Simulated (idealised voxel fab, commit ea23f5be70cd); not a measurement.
Process module heading - voxel wiring stack
Section shown: cut. Width: 240 nm. Cell size: 5 nm, square.
If you're reading a cross-section in this doc, picture square cells in a grid; it comes to you as bands, top ones listed first down to the bottom, and a band can be one or more rows of cells.
Band entry format. Leading values: height of top, height of bottom, nm. Remainder: materials in left-to-right order, each with its width in nm. Special words: "everywhere" on a single material, which then fills the band edge to edge; "blank", empty space.
Height datum 0, below which the as-received substrate wafer is one material. Lowest band open at the bottom, running downward: "from 0 down".
Top row gets the first number, bottom row gets the second, and each row in between changes by the same step: that is how a band width like "30->40" works.
The designation "remained unchanged", where it is given for a processing step, indicates that no cell of the cross-section was altered in the course of that step.
Empty spaces counting at least 8 cells and having no open way to the top are listed in "Entrapped void list". The notation width x height at distance is used for each, the distance being from the left edge and all three values in nm.
Formally, on a step line, whatever follows the settings is a remark that the simulator itself makes on the step.
overlay nm: mask right of planned place by this much (step with mask). Neg. = left.
Process steps (planned)
step 1: RECEIVE, material Si
step 2: CONFORMAL_DEP, material SiO2, thk nm 10
step 3: DIRECTIONAL_DEP, material TiN, thk nm 5
step 4: DIRECTIONAL_DEP, material Ru, thk nm 25
step 5: MASKED_ETCH, tone cover, mask id METAL_1, width nm 20, pitch nm 50, etch materials Ru, depth nm 25, overlay nm 0
step 6: MASKED_ETCH, tone cover, mask id METAL_1, width nm 20, pitch nm 50, etch materials TiN, depth nm 5, overlay nm 0
step 7: CONFORMAL_DEP, material SiCN, thk nm 5
step 8: FILL_DEP, material lowk, thk nm 10
step 9: CMP, height nm 40
step 10: CONFORMAL_DEP, material SiCN, thk nm 5
step 11: DIRECTIONAL_DEP, material lowk, thk nm 15
step 12: DIRECTIONAL_DEP, material aC, thk nm 15
step 13: PATTERN, tone open, mask id PLUG_1, material resist, width nm 15, pitch nm 50, thk nm 30, overlay nm 0
step 14: DIRECTIONAL_ETCH, etch materials aC, depth nm 15
step 15: STRIP, etch materials resist
step 16: DIRECTIONAL_ETCH, etch materials lowk, depth nm 15
step 17: DIRECTIONAL_ETCH, etch materials SiCN, depth nm 5
step 18: STRIP, etch materials aC
step 19: EPI, material Ru, thk nm 10
step 20: EPI, material Ru, thk nm 10
step 21: CONFORMAL_DEP, material SiN, thk nm 5
step 22: DIRECTIONAL_DEP, material SiO2, thk nm 25
step 23: PATTERN, tone open, mask id METAL_2, material resist, width nm 20, pitch nm 50, thk nm 15, overlay nm 0
step 24: DIRECTIONAL_ETCH, etch materials SiO2, depth nm 25
step 25: DIRECTIONAL_ETCH, etch materials SiN, depth nm 5
step 26: STRIP, etch materials resist
step 27: CONFORMAL_DEP, material TiN, thk nm 5
step 28: FILL_DEP, material Ru, thk nm 10
step 29: CMP, height nm 90
step 30: CONFORMAL_DEP, material SiCN, thk nm 5
step 31: DIRECTIONAL_DEP, material lowk, thk nm 30
step 32: MASKED_ETCH, tone open, mask id METAL_3, width nm 20, pitch nm 50, etch materials lowk, depth nm 15, overlay nm 0
step 33: PATTERN, tone open, mask id METAL_3_HOLES, material resist, width nm 15, pitch nm 100, thk nm 20, overlay nm 0
step 34: DIRECTIONAL_ETCH, etch materials lowk, depth nm 15
step 35: DIRECTIONAL_ETCH, etch materials SiCN, depth nm 5
step 36: STRIP, etch materials resist
step 37: CONFORMAL_DEP, material TiN, thk nm 5
step 38: FILL_DEP, material Ru, thk nm 10
step 39: CMP, height nm 125
step 40: CONFORMAL_DEP, material SiCN, thk nm 5
step 41: DIRECTIONAL_DEP, material SiO2, thk nm 30
step 42: DIRECTIONAL_DEP, material aC, thk nm 10
step 43: PATTERN, tone open, mask id METAL_4, material resist, width nm 20, pitch nm 50, thk nm 30, overlay nm 0
step 44: DIRECTIONAL_ETCH, etch materials aC, depth nm 10
step 45: STRIP, etch materials resist
step 46: DIRECTIONAL_ETCH, etch materials SiO2, depth nm 15
step 47: STRIP, etch materials aC
step 48: MASKED_ETCH, tone open, mask id METAL_4_HOLES, width nm 15, pitch nm 100, etch materials SiO2, depth nm 15, overlay nm 0
step 49: MASKED_ETCH, tone open, mask id METAL_4_HOLES, width nm 15, pitch nm 100, etch materials SiCN, depth nm 5, overlay nm 0
step 50: CONFORMAL_DEP, material TiN, thk nm 5
step 51: FILL_DEP, material Cu, thk nm 5
step 52: CMP, height nm 160
step 53: CONFORMAL_DEP, material SiCN, thk nm 5
First wafer out of two, processed as planned
Cross-section of the wafer as it came to us, i.e., already through step 1
	from 0 down: Si everywhere
	Entrapped void list: none
You're looking at a cross-section of the wafer after step 2
	from 10 to 0: SiO2 everywhere
	Lower than 0, everything is as it was.
You're looking at a cross-section of the wafer after step 3
	from 15 to 10: TiN everywhere
	Lower than 10, everything is as it was.
You're looking at a cross-section of the wafer after step 4
	from 40 to 15: Ru everywhere
	Lower than 15, everything is as it was.
You're looking at a cross-section of the wafer after step 5
	from 40 to 15: blank=60  Ru=20  blank=30  Ru=20  blank=30  Ru=20  blank=60
	Lower than 15, everything is as it was.
You're looking at a cross-section of the wafer after step 6
	from 40 to 15: blank=60  Ru=20  blank=30  Ru=20  blank=30  Ru=20  blank=60
	from 15 to 10: blank=60  TiN=20  blank=30  TiN=20  blank=30  TiN=20  blank=60
	Lower than 10, everything is as it was.
You're looking at a cross-section of the wafer after step 7
	from 45 to 40: blank=55  SiCN=30  blank=20  SiCN=30  blank=20  SiCN=30  blank=55
	from 40 to 15: blank=55  SiCN=5  Ru=20  SiCN=5  blank=20  SiCN=5  Ru=20  SiCN=5  blank=20  SiCN=5  Ru=20  SiCN=5  blank=55
	from 15 to 10: SiCN=60  TiN=20  SiCN=30  TiN=20  SiCN=30  TiN=20  SiCN=60
	Lower than 10, everything is as it was.
You're looking at a cross-section of the wafer after step 8
	from 55 to 45: lowk everywhere
	from 45 to 40: lowk=55  SiCN=30  lowk=20  SiCN=30  lowk=20  SiCN=30  lowk=55
	from 40 to 15: lowk=55  SiCN=5  Ru=20  SiCN=5  lowk=20  SiCN=5  Ru=20  SiCN=5  lowk=20  SiCN=5  Ru=20  SiCN=5  lowk=55
	Lower than 15, everything is as it was.
You're looking at a cross-section of the wafer after step 9
	from 40 to 15: lowk=55  SiCN=5  Ru=20  SiCN=5  lowk=20  SiCN=5  Ru=20  SiCN=5  lowk=20  SiCN=5  Ru=20  SiCN=5  lowk=55
	Lower than 15, everything is as it was.
You're looking at a cross-section of the wafer after step 10
	from 45 to 40: SiCN everywhere
	Lower than 40, everything is as it was.
You're looking at a cross-section of the wafer after step 11
	from 60 to 45: lowk everywhere
	Lower than 45, everything is as it was.
You're looking at a cross-section of the wafer after step 12
	from 75 to 60: aC everywhere
	Lower than 60, everything is as it was.
You're looking at a cross-section of the wafer after step 13
	from 105 to 75: resist=60  blank=15  resist=35  blank=15  resist=35  blank=15  resist=65
	Lower than 75, everything is as it was.
You're looking at a cross-section of the wafer after step 14
	from 90 to 75: resist=60  blank=15  resist=35  blank=15  resist=35  blank=15  resist=65
	from 75 to 60: aC=60  blank=15  aC=35  blank=15  aC=35  blank=15  aC=65
	Lower than 60, everything is as it was.
You're looking at a cross-section of the wafer after step 15
	from 75 to 60: aC=60  blank=15  aC=35  blank=15  aC=35  blank=15  aC=65
	Lower than 60, everything is as it was.
You're looking at a cross-section of the wafer after step 16
	from 75 to 60: aC=60  blank=15  aC=35  blank=15  aC=35  blank=15  aC=65
	from 60 to 45: lowk=60  blank=15  lowk=35  blank=15  lowk=35  blank=15  lowk=65
	Lower than 45, everything is as it was.
You're looking at a cross-section of the wafer after step 17
	from 75 to 60: aC=60  blank=15  aC=35  blank=15  aC=35  blank=15  aC=65
	from 60 to 45: lowk=60  blank=15  lowk=35  blank=15  lowk=35  blank=15  lowk=65
	from 45 to 40: SiCN=60  blank=15  SiCN=35  blank=15  SiCN=35  blank=15  SiCN=65
	Lower than 40, everything is as it was.
You're looking at a cross-section of the wafer after step 18
	from 60 to 45: lowk=60  blank=15  lowk=35  blank=15  lowk=35  blank=15  lowk=65
	Lower than 45, everything is as it was.
You're looking at a cross-section of the wafer after step 19
	from 60 to 50: lowk=60  blank=15  lowk=35  blank=15  lowk=35  blank=15  lowk=65
	from 50 to 45: lowk=60  Ru=15  lowk=35  Ru=15  lowk=35  Ru=15  lowk=65
	from 45 to 40: SiCN=60  Ru=15  SiCN=35  Ru=15  SiCN=35  Ru=15  SiCN=65
	Lower than 40, everything is as it was.
You're looking at a cross-section of the wafer after step 20
	from 60 to 45: lowk=60  Ru=15  lowk=35  Ru=15  lowk=35  Ru=15  lowk=65
	Lower than 45, everything is as it was.
You're looking at a cross-section of the wafer after step 21
	from 65 to 60: SiN everywhere
	Lower than 60, everything is as it was.
You're looking at a cross-section of the wafer after step 22
	from 90 to 65: SiO2 everywhere
	Lower than 65, everything is as it was.
You're looking at a cross-section of the wafer after step 23
	from 105 to 90: resist=60  blank=20  resist=30  blank=20  resist=30  blank=20  resist=60
	Lower than 90, everything is as it was.
You're looking at a cross-section of the wafer after step 24
	from 105 to 90: resist=60  blank=20  resist=30  blank=20  resist=30  blank=20  resist=60
	from 90 to 65: SiO2=60  blank=20  SiO2=30  blank=20  SiO2=30  blank=20  SiO2=60
	Lower than 65, everything is as it was.
You're looking at a cross-section of the wafer after step 25
	from 105 to 90: resist=60  blank=20  resist=30  blank=20  resist=30  blank=20  resist=60
	from 90 to 65: SiO2=60  blank=20  SiO2=30  blank=20  SiO2=30  blank=20  SiO2=60
	from 65 to 60: SiN=60  blank=20  SiN=30  blank=20  SiN=30  blank=20  SiN=60
	Lower than 60, everything is as it was.
You're looking at a cross-section of the wafer after step 26
	from 90 to 65: SiO2=60  blank=20  SiO2=30  blank=20  SiO2=30  blank=20  SiO2=60
	Lower than 65, everything is as it was.
You're looking at a cross-section of the wafer after step 27
	from 95 to 90: TiN=65  blank=10  TiN=40  blank=10  TiN=40  blank=10  TiN=65
	from 90 to 65: SiO2=60  TiN=5  blank=10  TiN=5  SiO2=30  TiN=5  blank=10  TiN=5  SiO2=30  TiN=5  blank=10  TiN=5  SiO2=60
	from 65 to 60: SiN=60  TiN=20  SiN=30  TiN=20  SiN=30  TiN=20  SiN=60
	Lower than 60, everything is as it was.
You're looking at a cross-section of the wafer after step 28
	from 105 to 95: Ru everywhere
	from 95 to 90: TiN=65  Ru=10  TiN=40  Ru=10  TiN=40  Ru=10  TiN=65
	from 90 to 65: SiO2=60  TiN=5  Ru=10  TiN=5  SiO2=30  TiN=5  Ru=10  TiN=5  SiO2=30  TiN=5  Ru=10  TiN=5  SiO2=60
	Lower than 65, everything is as it was.
You're looking at a cross-section of the wafer after step 29
	from 90 to 65: SiO2=60  TiN=5  Ru=10  TiN=5  SiO2=30  TiN=5  Ru=10  TiN=5  SiO2=30  TiN=5  Ru=10  TiN=5  SiO2=60
	Lower than 65, everything is as it was.
You're looking at a cross-section of the wafer after step 30
	from 95 to 90: SiCN everywhere
	Lower than 90, everything is as it was.
You're looking at a cross-section of the wafer after step 31
	from 125 to 95: lowk everywhere
	Lower than 95, everything is as it was.
You're looking at a cross-section of the wafer after step 32
	from 125 to 110: lowk=60  blank=20  lowk=30  blank=20  lowk=30  blank=20  lowk=60
	Lower than 110, everything is as it was.
You're looking at a cross-section of the wafer after step 33
	from 145 to 125: resist=60  blank=15  resist=85  blank=15  resist=65
	from 125 to 110: lowk=60  blank=15  resist=5  lowk=30  resist=20  lowk=30  blank=15  resist=5  lowk=60
	Lower than 110, everything is as it was.
You're looking at a cross-section of the wafer after step 34
	from 145 to 125: resist=60  blank=15  resist=85  blank=15  resist=65
	from 125 to 110: lowk=60  blank=15  resist=5  lowk=30  resist=20  lowk=30  blank=15  resist=5  lowk=60
	from 110 to 95: lowk=60  blank=15  lowk=85  blank=15  lowk=65
	Lower than 95, everything is as it was.
You're looking at a cross-section of the wafer after step 35
	from 145 to 125: resist=60  blank=15  resist=85  blank=15  resist=65
	from 125 to 110: lowk=60  blank=15  resist=5  lowk=30  resist=20  lowk=30  blank=15  resist=5  lowk=60
	from 110 to 95: lowk=60  blank=15  lowk=85  blank=15  lowk=65
	from 95 to 90: SiCN=60  blank=15  SiCN=85  blank=15  SiCN=65
	Lower than 90, everything is as it was.
You're looking at a cross-section of the wafer after step 36
	from 125 to 110: lowk=60  blank=20  lowk=30  blank=20  lowk=30  blank=20  lowk=60
	Lower than 110, everything is as it was.
You're looking at a cross-section of the wafer after step 37
	from 130 to 125: TiN=65  blank=10  TiN=40  blank=10  TiN=40  blank=10  TiN=65
	from 125 to 115: lowk=60  TiN=5  blank=10  TiN=5  lowk=30  TiN=5  blank=10  TiN=5  lowk=30  TiN=5  blank=10  TiN=5  lowk=60
	from 115 to 110: lowk=60  TiN=5  blank=5  TiN=10  lowk=30  TiN=20  lowk=30  TiN=5  blank=5  TiN=10  lowk=60
	from 110 to 95: lowk=60  TiN=5  blank=5  TiN=5  lowk=85  TiN=5  blank=5  TiN=5  lowk=65
	from 95 to 90: SiCN=60  TiN=15  SiCN=85  TiN=15  SiCN=65
	Lower than 90, everything is as it was.
You're looking at a cross-section of the wafer after step 38
	from 140 to 130: Ru everywhere
	from 130 to 125: TiN=65  Ru=10  TiN=40  Ru=10  TiN=40  Ru=10  TiN=65
	from 125 to 115: lowk=60  TiN=5  Ru=10  TiN=5  lowk=30  TiN=5  Ru=10  TiN=5  lowk=30  TiN=5  Ru=10  TiN=5  lowk=60
	from 115 to 110: lowk=60  TiN=5  Ru=5  TiN=10  lowk=30  TiN=20  lowk=30  TiN=5  Ru=5  TiN=10  lowk=60
	from 110 to 95: lowk=60  TiN=5  Ru=5  TiN=5  lowk=85  TiN=5  Ru=5  TiN=5  lowk=65
	Lower than 95, everything is as it was.
You're looking at a cross-section of the wafer after step 39
	from 125 to 115: lowk=60  TiN=5  Ru=10  TiN=5  lowk=30  TiN=5  Ru=10  TiN=5  lowk=30  TiN=5  Ru=10  TiN=5  lowk=60
	Lower than 115, everything is as it was.
You're looking at a cross-section of the wafer after step 40
	from 130 to 125: SiCN everywhere
	Lower than 125, everything is as it was.
You're looking at a cross-section of the wafer after step 41
	from 160 to 130: SiO2 everywhere
	Lower than 130, everything is as it was.
You're looking at a cross-section of the wafer after step 42
	from 170 to 160: aC everywhere
	Lower than 160, everything is as it was.
You're looking at a cross-section of the wafer after step 43
	from 200 to 170: resist=60  blank=20  resist=30  blank=20  resist=30  blank=20  resist=60
	Lower than 170, everything is as it was.
You're looking at a cross-section of the wafer after step 44
	from 190 to 170: resist=60  blank=20  resist=30  blank=20  resist=30  blank=20  resist=60
	from 170 to 160: aC=60  blank=20  aC=30  blank=20  aC=30  blank=20  aC=60
	Lower than 160, everything is as it was.
You're looking at a cross-section of the wafer after step 45
	from 170 to 160: aC=60  blank=20  aC=30  blank=20  aC=30  blank=20  aC=60
	Lower than 160, everything is as it was.
You're looking at a cross-section of the wafer after step 46
	from 170 to 160: aC=60  blank=20  aC=30  blank=20  aC=30  blank=20  aC=60
	from 160 to 145: SiO2=60  blank=20  SiO2=30  blank=20  SiO2=30  blank=20  SiO2=60
	Lower than 145, everything is as it was.
You're looking at a cross-section of the wafer after step 47
	from 160 to 145: SiO2=60  blank=20  SiO2=30  blank=20  SiO2=30  blank=20  SiO2=60
	Lower than 145, everything is as it was.
You're looking at a cross-section of the wafer after step 48
	from 160 to 145: SiO2=60  blank=20  SiO2=30  blank=20  SiO2=30  blank=20  SiO2=60
	from 145 to 130: SiO2=60  blank=15  SiO2=85  blank=15  SiO2=65
	Lower than 130, everything is as it was.
You're looking at a cross-section of the wafer after step 49
	from 160 to 145: SiO2=60  blank=20  SiO2=30  blank=20  SiO2=30  blank=20  SiO2=60
	from 145 to 130: SiO2=60  blank=15  SiO2=85  blank=15  SiO2=65
	from 130 to 125: SiCN=60  blank=15  SiCN=85  blank=15  SiCN=65
	Lower than 125, everything is as it was.
You're looking at a cross-section of the wafer after step 50
	from 165 to 160: TiN=65  blank=10  TiN=40  blank=10  TiN=40  blank=10  TiN=65
	from 160 to 150: SiO2=60  TiN=5  blank=10  TiN=5  SiO2=30  TiN=5  blank=10  TiN=5  SiO2=30  TiN=5  blank=10  TiN=5  SiO2=60
	from 150 to 145: SiO2=60  TiN=5  blank=5  TiN=10  SiO2=30  TiN=20  SiO2=30  TiN=5  blank=5  TiN=10  SiO2=60
	from 145 to 130: SiO2=60  TiN=5  blank=5  TiN=5  SiO2=85  TiN=5  blank=5  TiN=5  SiO2=65
	from 130 to 125: SiCN=60  TiN=15  SiCN=85  TiN=15  SiCN=65
	Lower than 125, everything is as it was.
You're looking at a cross-section of the wafer after step 51
	from 170 to 165: Cu everywhere
	from 165 to 160: TiN=65  Cu=10  TiN=40  Cu=10  TiN=40  Cu=10  TiN=65
	from 160 to 150: SiO2=60  TiN=5  Cu=10  TiN=5  SiO2=30  TiN=5  Cu=10  TiN=5  SiO2=30  TiN=5  Cu=10  TiN=5  SiO2=60
	from 150 to 145: SiO2=60  TiN=5  Cu=5  TiN=10  SiO2=30  TiN=20  SiO2=30  TiN=5  Cu=5  TiN=10  SiO2=60
	from 145 to 130: SiO2=60  TiN=5  Cu=5  TiN=5  SiO2=85  TiN=5  Cu=5  TiN=5  SiO2=65
	Lower than 130, everything is as it was.
You're looking at a cross-section of the wafer after step 52
	from 160 to 150: SiO2=60  TiN=5  Cu=10  TiN=5  SiO2=30  TiN=5  Cu=10  TiN=5  SiO2=30  TiN=5  Cu=10  TiN=5  SiO2=60
	Lower than 150, everything is as it was.
You're looking at a cross-section of the wafer after step 53
	from 165 to 160: SiCN everywhere
	Lower than 160, everything is as it was.
Second of two: same start, same plan, one run error; steps up to and including 9 match the first
when step 10 should have ended
	from 55 to 40: lowk everywhere
	Lower than 40, everything is as it was.
when step 11 should have ended
	from 60 to 55: SiCN everywhere
	Lower than 55, everything is as it was.
when step 12 should have ended
	from 75 to 60: aC everywhere
	Lower than 60, everything is as it was.
when step 13 should have ended
	from 105 to 75: resist=60  blank=15  resist=35  blank=15  resist=35  blank=15  resist=65
	Lower than 75, everything is as it was.
when step 14 should have ended
	from 90 to 75: resist=60  blank=15  resist=35  blank=15  resist=35  blank=15  resist=65
	from 75 to 60: aC=60  blank=15  aC=35  blank=15  aC=35  blank=15  aC=65
	Lower than 60, everything is as it was.
when step 15 should have ended
	from 75 to 60: aC=60  blank=15  aC=35  blank=15  aC=35  blank=15  aC=65
	Lower than 60, everything is as it was.
when step 16 should have ended: remained unchanged
when step 17 should have ended
	from 75 to 60: aC=60  blank=15  aC=35  blank=15  aC=35  blank=15  aC=65
	from 60 to 55: SiCN=60  blank=15  SiCN=35  blank=15  SiCN=35  blank=15  SiCN=65
	Lower than 55, everything is as it was.
when step 18 should have ended
	from 60 to 55: SiCN=60  blank=15  SiCN=35  blank=15  SiCN=35  blank=15  SiCN=65
	Lower than 55, everything is as it was.
when step 19 should have ended: remained unchanged
when step 20 should have ended: remained unchanged
when step 21 should have ended
	from 65 to 60: SiN=65  blank=5  SiN=45  blank=5  SiN=45  blank=5  SiN=70
	from 60 to 55: SiCN=60  SiN=15  SiCN=35  SiN=15  SiCN=35  SiN=15  SiCN=65
	Lower than 55, everything is as it was.
when step 22 should have ended
	from 90 to 85: SiO2=65  blank=5  SiO2=45  blank=5  SiO2=45  blank=5  SiO2=70
	from 85 to 65: SiO2 everywhere
	from 65 to 60: SiN=65  SiO2=5  SiN=45  SiO2=5  SiN=45  SiO2=5  SiN=70
	Lower than 60, everything is as it was.
when step 23 should have ended
	from 105 to 90: resist=60  blank=20  resist=30  blank=20  resist=30  blank=20  resist=60
	Lower than 90, everything is as it was.
when step 24 should have ended
	from 105 to 90: resist=60  blank=20  resist=30  blank=20  resist=30  blank=20  resist=60
	from 90 to 65: SiO2=60  blank=20  SiO2=30  blank=20  SiO2=30  blank=20  SiO2=60
	from 65 to 60: SiN=65  blank=5  SiN=45  blank=5  SiN=45  blank=5  SiN=70
	Lower than 60, everything is as it was.
when step 25 should have ended
	from 105 to 90: resist=60  blank=20  resist=30  blank=20  resist=30  blank=20  resist=60
	from 90 to 65: SiO2=60  blank=20  SiO2=30  blank=20  SiO2=30  blank=20  SiO2=60
	from 65 to 60: SiN=60  blank=20  SiN=30  blank=20  SiN=30  blank=20  SiN=60
	from 60 to 55: SiCN=60  SiN=5  blank=5  SiN=5  SiCN=35  SiN=5  blank=5  SiN=5  SiCN=35  SiN=5  blank=5  SiN=5  SiCN=65
	Lower than 55, everything is as it was.
when step 26 should have ended
	from 90 to 65: SiO2=60  blank=20  SiO2=30  blank=20  SiO2=30  blank=20  SiO2=60
	Lower than 65, everything is as it was.
when step 27 should have ended
	from 95 to 90: TiN=65  blank=10  TiN=40  blank=10  TiN=40  blank=10  TiN=65
	from 90 to 65: SiO2=60  TiN=5  blank=10  TiN=5  SiO2=30  TiN=5  blank=10  TiN=5  SiO2=30  TiN=5  blank=10  TiN=5  SiO2=60
	from 65 to 60: SiN=60  TiN=20  SiN=30  TiN=20  SiN=30  TiN=20  SiN=60
	from 60 to 55: SiCN=60  SiN=5  TiN=5  SiN=5  SiCN=35  SiN=5  TiN=5  SiN=5  SiCN=35  SiN=5  TiN=5  SiN=5  SiCN=65
	Lower than 55, everything is as it was.
when step 28 should have ended
	from 105 to 95: Ru everywhere
	from 95 to 90: TiN=65  Ru=10  TiN=40  Ru=10  TiN=40  Ru=10  TiN=65
	from 90 to 65: SiO2=60  TiN=5  Ru=10  TiN=5  SiO2=30  TiN=5  Ru=10  TiN=5  SiO2=30  TiN=5  Ru=10  TiN=5  SiO2=60
	Lower than 65, everything is as it was.
when step 29 should have ended
	from 90 to 65: SiO2=60  TiN=5  Ru=10  TiN=5  SiO2=30  TiN=5  Ru=10  TiN=5  SiO2=30  TiN=5  Ru=10  TiN=5  SiO2=60
	Lower than 65, everything is as it was.
when step 30 should have ended
	from 95 to 90: SiCN everywhere
	Lower than 90, everything is as it was.
when step 31 should have ended
	from 125 to 95: lowk everywhere
	Lower than 95, everything is as it was.
when step 32 should have ended
	from 125 to 110: lowk=60  blank=20  lowk=30  blank=20  lowk=30  blank=20  lowk=60
	Lower than 110, everything is as it was.
when step 33 should have ended
	from 145 to 125: resist=60  blank=15  resist=85  blank=15  resist=65
	from 125 to 110: lowk=60  blank=15  resist=5  lowk=30  resist=20  lowk=30  blank=15  resist=5  lowk=60
	Lower than 110, everything is as it was.
when step 34 should have ended
	from 145 to 125: resist=60  blank=15  resist=85  blank=15  resist=65
	from 125 to 110: lowk=60  blank=15  resist=5  lowk=30  resist=20  lowk=30  blank=15  resist=5  lowk=60
	from 110 to 95: lowk=60  blank=15  lowk=85  blank=15  lowk=65
	Lower than 95, everything is as it was.
when step 35 should have ended
	from 145 to 125: resist=60  blank=15  resist=85  blank=15  resist=65
	from 125 to 110: lowk=60  blank=15  resist=5  lowk=30  resist=20  lowk=30  blank=15  resist=5  lowk=60
	from 110 to 95: lowk=60  blank=15  lowk=85  blank=15  lowk=65
	from 95 to 90: SiCN=60  blank=15  SiCN=85  blank=15  SiCN=65
	Lower than 90, everything is as it was.
when step 36 should have ended
	from 125 to 110: lowk=60  blank=20  lowk=30  blank=20  lowk=30  blank=20  lowk=60
	Lower than 110, everything is as it was.
when step 37 should have ended
	from 130 to 125: TiN=65  blank=10  TiN=40  blank=10  TiN=40  blank=10  TiN=65
	from 125 to 115: lowk=60  TiN=5  blank=10  TiN=5  lowk=30  TiN=5  blank=10  TiN=5  lowk=30  TiN=5  blank=10  TiN=5  lowk=60
	from 115 to 110: lowk=60  TiN=5  blank=5  TiN=10  lowk=30  TiN=20  lowk=30  TiN=5  blank=5  TiN=10  lowk=60
	from 110 to 95: lowk=60  TiN=5  blank=5  TiN=5  lowk=85  TiN=5  blank=5  TiN=5  lowk=65
	from 95 to 90: SiCN=60  TiN=15  SiCN=85  TiN=15  SiCN=65
	Lower than 90, everything is as it was.
when step 38 should have ended
	from 140 to 130: Ru everywhere
	from 130 to 125: TiN=65  Ru=10  TiN=40  Ru=10  TiN=40  Ru=10  TiN=65
	from 125 to 115: lowk=60  TiN=5  Ru=10  TiN=5  lowk=30  TiN=5  Ru=10  TiN=5  lowk=30  TiN=5  Ru=10  TiN=5  lowk=60
	from 115 to 110: lowk=60  TiN=5  Ru=5  TiN=10  lowk=30  TiN=20  lowk=30  TiN=5  Ru=5  TiN=10  lowk=60
	from 110 to 95: lowk=60  TiN=5  Ru=5  TiN=5  lowk=85  TiN=5  Ru=5  TiN=5  lowk=65
	Lower than 95, everything is as it was.
when step 39 should have ended
	from 125 to 115: lowk=60  TiN=5  Ru=10  TiN=5  lowk=30  TiN=5  Ru=10  TiN=5  lowk=30  TiN=5  Ru=10  TiN=5  lowk=60
	Lower than 115, everything is as it was.
when step 40 should have ended
	from 130 to 125: SiCN everywhere
	Lower than 125, everything is as it was.
when step 41 should have ended
	from 160 to 130: SiO2 everywhere
	Lower than 130, everything is as it was.
when step 42 should have ended
	from 170 to 160: aC everywhere
	Lower than 160, everything is as it was.
when step 43 should have ended
	from 200 to 170: resist=60  blank=20  resist=30  blank=20  resist=30  blank=20  resist=60
	Lower than 170, everything is as it was.
when step 44 should have ended
	from 190 to 170: resist=60  blank=20  resist=30  blank=20  resist=30  blank=20  resist=60
	from 170 to 160: aC=60  blank=20  aC=30  blank=20  aC=30  blank=20  aC=60
	Lower than 160, everything is as it was.
when step 45 should have ended
	from 170 to 160: aC=60  blank=20  aC=30  blank=20  aC=30  blank=20  aC=60
	Lower than 160, everything is as it was.
when step 46 should have ended
	from 170 to 160: aC=60  blank=20  aC=30  blank=20  aC=30  blank=20  aC=60
	from 160 to 145: SiO2=60  blank=20  SiO2=30  blank=20  SiO2=30  blank=20  SiO2=60
	Lower than 145, everything is as it was.
when step 47 should have ended
	from 160 to 145: SiO2=60  blank=20  SiO2=30  blank=20  SiO2=30  blank=20  SiO2=60
	Lower than 145, everything is as it was.
when step 48 should have ended
	from 160 to 145: SiO2=60  blank=20  SiO2=30  blank=20  SiO2=30  blank=20  SiO2=60
	from 145 to 130: SiO2=60  blank=15  SiO2=85  blank=15  SiO2=65
	Lower than 130, everything is as it was.
when step 49 should have ended
	from 160 to 145: SiO2=60  blank=20  SiO2=30  blank=20  SiO2=30  blank=20  SiO2=60
	from 145 to 130: SiO2=60  blank=15  SiO2=85  blank=15  SiO2=65
	from 130 to 125: SiCN=60  blank=15  SiCN=85  blank=15  SiCN=65
	Lower than 125, everything is as it was.
when step 50 should have ended
	from 165 to 160: TiN=65  blank=10  TiN=40  blank=10  TiN=40  blank=10  TiN=65
	from 160 to 150: SiO2=60  TiN=5  blank=10  TiN=5  SiO2=30  TiN=5  blank=10  TiN=5  SiO2=30  TiN=5  blank=10  TiN=5  SiO2=60
	from 150 to 145: SiO2=60  TiN=5  blank=5  TiN=10  SiO2=30  TiN=20  SiO2=30  TiN=5  blank=5  TiN=10  SiO2=60
	from 145 to 130: SiO2=60  TiN=5  blank=5  TiN=5  SiO2=85  TiN=5  blank=5  TiN=5  SiO2=65
	from 130 to 125: SiCN=60  TiN=15  SiCN=85  TiN=15  SiCN=65
	Lower than 125, everything is as it was.
when step 51 should have ended
	from 170 to 165: Cu everywhere
	from 165 to 160: TiN=65  Cu=10  TiN=40  Cu=10  TiN=40  Cu=10  TiN=65
	from 160 to 150: SiO2=60  TiN=5  Cu=10  TiN=5  SiO2=30  TiN=5  Cu=10  TiN=5  SiO2=30  TiN=5  Cu=10  TiN=5  SiO2=60
	from 150 to 145: SiO2=60  TiN=5  Cu=5  TiN=10  SiO2=30  TiN=20  SiO2=30  TiN=5  Cu=5  TiN=10  SiO2=60
	from 145 to 130: SiO2=60  TiN=5  Cu=5  TiN=5  SiO2=85  TiN=5  Cu=5  TiN=5  SiO2=65
	Lower than 130, everything is as it was.
when step 52 should have ended
	from 160 to 150: SiO2=60  TiN=5  Cu=10  TiN=5  SiO2=30  TiN=5  Cu=10  TiN=5  SiO2=30  TiN=5  Cu=10  TiN=5  SiO2=60
	Lower than 150, everything is as it was.
when step 53 should have ended
	from 165 to 160: SiCN everywhere
	Lower than 160, everything is as it was.
The mistake made against the process plan was this: the processing plan was not followed for steps 10 and 11, which were run with their positions exchanged
Per the end-of-run cell counts, the second wafer holds more or fewer of some materials than the first: 36 fewer of Ru | 6 more of SiN | 3 more of TiN | 27 more of lowk
